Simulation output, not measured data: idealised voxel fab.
The document below concerns the process module designated voxel double patterning.
250 nm wide, 5 nm square cells: that's cross-section cut.
The cross-sections in this document take the form of a grid made of square cells. They are written out as bands, in order from top to bottom. Each band consists of one or more rows of cells.
Look at the band entry: it leads with the top's height and the bottom's height in nm. Then it lists the materials left to right, with a width in nm for each. The word "full width" on a single material says that material fills the band edge to edge. The word "blank" is empty space.
The reference from which all heights are counted is 0, the level beneath which the as-received wafer is entirely one material; the lowest band, having no lower bound, proceeds downward and is written after the example "0 -> down".
So if you see something like "30 to 40" for the width, read it as the top row of the band sitting at the first number and the bottom row at the second, with every row in between moving by the same amount as the last.
"no alterations made", as given for a step, is the statement that not any cell of the cross-section underwent a change during that step.
Enclosed internal voids: empty space of 8 cells or more with no open way to the top, each as width x height at its distance from the left edge, in nm
Where a step's line continues beyond its settings, the continuation is a remark by the simulator itself on that step.
Among the settings permitted on a step's line is "overlay nm"; applied to a step with a mask, it specifies the extent to which the mask lay to the right of its planned position, whereas a negative figure signifies a position to the left.
[plan]
1. op RECEIVE | material Si
2. op CONFORMAL_DEP | material SiN | thk nm 10
3. op DIRECTIONAL_DEP | material SiO2 | thk nm 20
4. op DIRECTIONAL_DEP | material SiCN | thk nm 10
5. op MASKED_ETCH | tone open | mask id FIRST | width nm 15 | pitch nm 50 | etch materials SiCN | depth nm 10 | overlay nm 0
6. op DIRECTIONAL_DEP | material aC | thk nm 10
7. op PATTERN | tone open | mask id SECOND | material resist | width nm 15 | pitch nm 50 | thk nm 30 | overlay nm 0
8. op DIRECTIONAL_ETCH | etch materials aC | depth nm 10
9. op STRIP | etch materials resist
10. op DIRECTIONAL_ETCH | etch materials SiCN | depth nm 10
11. op STRIP | etch materials aC
12. op DIRECTIONAL_ETCH | etch materials SiO2 | depth nm 20
13. op STRIP | etch materials SiCN
[Wafer cross-section on receipt, i.e. after step 1]
	0 -> down | Si full width
	Enclosed internal voids: none
[Post-module cross-section of the first of two wafers (run per plan)]
	30 -> 10 | SiO2=65, then blank=15, then SiO2=10, then blank=15, then SiO2=10, then blank=15, then SiO2=10, then blank=15, then SiO2=10, then blank=15, then SiO2=70
	10 -> 0 | SiN full width
	0 -> down | Si full width
	Enclosed internal voids: none
[Cross-sectional view: second of two wafers, end of module; start and plan identical to the first, one mistake in running]
	30 -> 10 | blank=65, then SiO2=15, then blank=35, then SiO2=15, then blank=35, then SiO2=15, then blank=70
	10 -> 0 | SiN full width
	0 -> down | Si full width
	Enclosed internal voids: none
Against the plan, the run slipped here: step 5 ran with different settings than intended, the actual operation and settings being op MASKED_ETCH | tone cover | mask id FIRST | width nm 15 | pitch nm 50 | etch materials SiCN | depth nm 10 | overlay nm 0
At the finish, the second wafer shows more or fewer cells for some materials than the first does: SiO2: 104 fewer
